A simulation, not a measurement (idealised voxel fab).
This is a process module. Its name is voxel released beams.
In the cross-section labelled cut, the width is 265 nm and each square cell is 5 nm.
Just so we're on the same page, the cross-sections are grids of square cells, and they're listed out in bands top to bottom, each band one or more rows deep. Within each band entry, the heights of the top and of the bottom of the band appear first, in that order and in nm; the materials of the band then follow from left to right, each with its corresponding width in nm. The designation "edge to edge" on a single material indicates that it fills the band from edge to edge; the designation "empty" indicates empty space. A quick word on heights: they are counted from 0, and under that level the wafer as it came to us is one material throughout. The lowest band is different from the rest in having no bottom; it simply continues downward, written as in "from 0 down". The width entry "30..40" should be interpreted row by row: the top row of cells in the band takes the first number, the bottom row takes the second number, and the change between adjacent rows is uniform throughout. "nothing got changed" -> step changed no cross-section cell. The label "Enclosed void listing" introduces a list of the empty spaces, 8 cells or larger, that have no open way up to the top; each entry in it reads width x height at distance, where the distance is taken from the left edge and all three are stated in nm. Whatever follows a step's settings on its line is a remark the simulator itself makes about that step. overlay nm: mask offset rightward from planned place, masked step; negative means leftward offset.

[These are the steps we planned for the process]
| 1 | RECEIVE,material Si |
| 2 | CONFORMAL_DEP,material SiN,thk nm 10 |
| 3 | DIRECTIONAL_DEP,material SiO2,thk nm 15 |
| 4 | PATTERN,tone open,mask id ANCHOR,material resist,width nm 40,thk nm 15,overlay nm 0 |
| 5 | DIRECTIONAL_ETCH,etch materials SiO2,depth nm 15 |
| 6 | STRIP,etch materials resist |
| 7 | CONFORMAL_DEP,material W,thk nm 15 |
| 8 | DIRECTIONAL_DEP,material aC,thk nm 10 |
| 9 | PATTERN,tone cover,mask id BEAM,material resist,width nm 90,thk nm 30,overlay nm 0 |
| 10 | DIRECTIONAL_ETCH,etch materials aC,depth nm 10 |
| 11 | STRIP,etch materials resist |
| 12 | DIRECTIONAL_ETCH,etch materials W,depth nm 15 |
| 13 | STRIP,etch materials aC |
| 14 | STRIP,etch materials SiO2 |

[First wafer out of two, processed as planned]

[Incoming wafer in cross-section (state: after step 1)]
from 0 down = Si edge to edge
Enclosed void listing: none

[Once step 2 is through, the wafer looks like this in cross-section]
from 10 to 0 = SiN edge to edge
Note: structure below 0 unchanged.

[Once step 3 is through, the wafer looks like this in cross-section]
from 25 to 10 = SiO2 edge to edge
Note: structure below 10 unchanged.

[Once step 4 is through, the wafer looks like this in cross-section]
from 40 to 25 = resist: 90; empty: 40; resist: 135
Note: structure below 25 unchanged.

[Once step 5 is through, the wafer looks like this in cross-section]
from 40 to 25 = resist: 90; empty: 40; resist: 135
from 25 to 10 = SiO2: 90; empty: 40; SiO2: 135
Note: structure below 10 unchanged.

[Once step 6 is through, the wafer looks like this in cross-section]
from 25 to 10 = SiO2: 90; empty: 40; SiO2: 135
Note: structure below 10 unchanged.

[Once step 7 is through, the wafer looks like this in cross-section]
from 40 to 25 = W: 105; empty: 10; W: 150
from 25 to 10 = SiO2: 90; W: 40; SiO2: 135
Note: structure below 10 unchanged.

[Once step 8 is through, the wafer looks like this in cross-section]
from 50 to 40 = aC: 105; empty: 10; aC: 150
from 40 to 35 = W: 105; empty: 10; W: 150
from 35 to 25 = W: 105; aC: 10; W: 150
Note: structure below 25 unchanged.

[Once step 9 is through, the wafer looks like this in cross-section]
from 80 to 50 = empty: 85; resist: 90; empty: 90
from 50 to 40 = aC: 105; resist: 10; aC: 150
from 40 to 35 = W: 105; resist: 10; W: 150
Note: structure below 35 unchanged.

[Once step 10 is through, the wafer looks like this in cross-section]
from 70 to 50 = empty: 85; resist: 90; empty: 90
from 50 to 40 = empty: 85; aC: 20; resist: 10; aC: 60; empty: 90
Note: structure below 40 unchanged.

[Once step 11 is through, the wafer looks like this in cross-section]
from 50 to 40 = empty: 85; aC: 20; empty: 10; aC: 60; empty: 90
from 40 to 35 = W: 105; empty: 10; W: 150
Note: structure below 35 unchanged.

[Once step 12 is through, the wafer looks like this in cross-section]
from 50 to 40 = empty: 85; aC: 20; empty: 10; aC: 60; empty: 90
from 40 to 35 = empty: 85; W: 20; empty: 10; W: 60; empty: 90
from 35 to 25 = empty: 85; W: 20; aC: 10; W: 60; empty: 90
Note: structure below 25 unchanged.

[Once step 13 is through, the wafer looks like this in cross-section]
from 40 to 25 = empty: 85; W: 20; empty: 10; W: 60; empty: 90
Note: structure below 25 unchanged.

[Once step 14 is through, the wafer looks like this in cross-section]
from 40 to 25 = empty: 85; W: 20; empty: 10; W: 60; empty: 90
from 25 to 10 = empty: 90; W: 40; empty: 135
Note: structure below 10 unchanged.

[The Second Wafer: Common Origin and Plan, One Mistake in Execution, Identical to the First Through Step 1]

Cross-section, second wafer, at the end time the plan gives for step 2: nothing got changed

[Cross-section, second wafer, at the end time the plan gives for step 3]
from 15 to 0 = SiO2 edge to edge
Note: structure below 0 unchanged.

[Cross-section, second wafer, at the end time the plan gives for step 4]
from 30 to 15 = resist: 90; empty: 40; resist: 135
Note: structure below 15 unchanged.

[Cross-section, second wafer, at the end time the plan gives for step 5]
from 30 to 15 = resist: 90; empty: 40; resist: 135
from 15 to 0 = SiO2: 90; empty: 40; SiO2: 135
Note: structure below 0 unchanged.

[Cross-section, second wafer, at the end time the plan gives for step 6]
from 15 to 0 = SiO2: 90; empty: 40; SiO2: 135
Note: structure below 0 unchanged.

[Cross-section, second wafer, at the end time the plan gives for step 7]
from 30 to 15 = W: 105; empty: 10; W: 150
from 15 to 0 = SiO2: 90; W: 40; SiO2: 135
Note: structure below 0 unchanged.

[Cross-section, second wafer, at the end time the plan gives for step 8]
from 40 to 30 = aC: 105; empty: 10; aC: 150
from 30 to 25 = W: 105; empty: 10; W: 150
from 25 to 15 = W: 105; aC: 10; W: 150
Note: structure below 15 unchanged.

[Cross-section, second wafer, at the end time the plan gives for step 9]
from 70 to 40 = empty: 85; resist: 90; empty: 90
from 40 to 30 = aC: 105; resist: 10; aC: 150
from 30 to 25 = W: 105; resist: 10; W: 150
Note: structure below 25 unchanged.

[Cross-section, second wafer, at the end time the plan gives for step 10]
from 60 to 40 = empty: 85; resist: 90; empty: 90
from 40 to 30 = empty: 85; aC: 20; resist: 10; aC: 60; empty: 90
Note: structure below 30 unchanged.

[Cross-section, second wafer, at the end time the plan gives for step 11]
from 40 to 30 = empty: 85; aC: 20; empty: 10; aC: 60; empty: 90
from 30 to 25 = W: 105; empty: 10; W: 150
Note: structure below 25 unchanged.

[Cross-section, second wafer, at the end time the plan gives for step 12]
from 40 to 30 = empty: 85; aC: 20; empty: 10; aC: 60; empty: 90
from 30 to 25 = empty: 85; W: 20; empty: 10; W: 60; empty: 90
from 25 to 15 = empty: 85; W: 20; aC: 10; W: 60; empty: 90
Note: structure below 15 unchanged.

[Cross-section, second wafer, at the end time the plan gives for step 13]
from 30 to 15 = empty: 85; W: 20; empty: 10; W: 60; empty: 90
Note: structure below 15 unchanged.

[Cross-section, second wafer, at the end time the plan gives for step 14]
from 30 to 15 = empty: 85; W: 20; empty: 10; W: 60; empty: 90
from 15 to 0 = empty: 90; W: 40; empty: 135
Note: structure below 0 unchanged.
Which mistake was made when the wafer was run? step 2 of the plan was omitted and not executed
At the finish, the second wafer shows more or fewer cells for some materials than the first does: SiN: 106 fewer
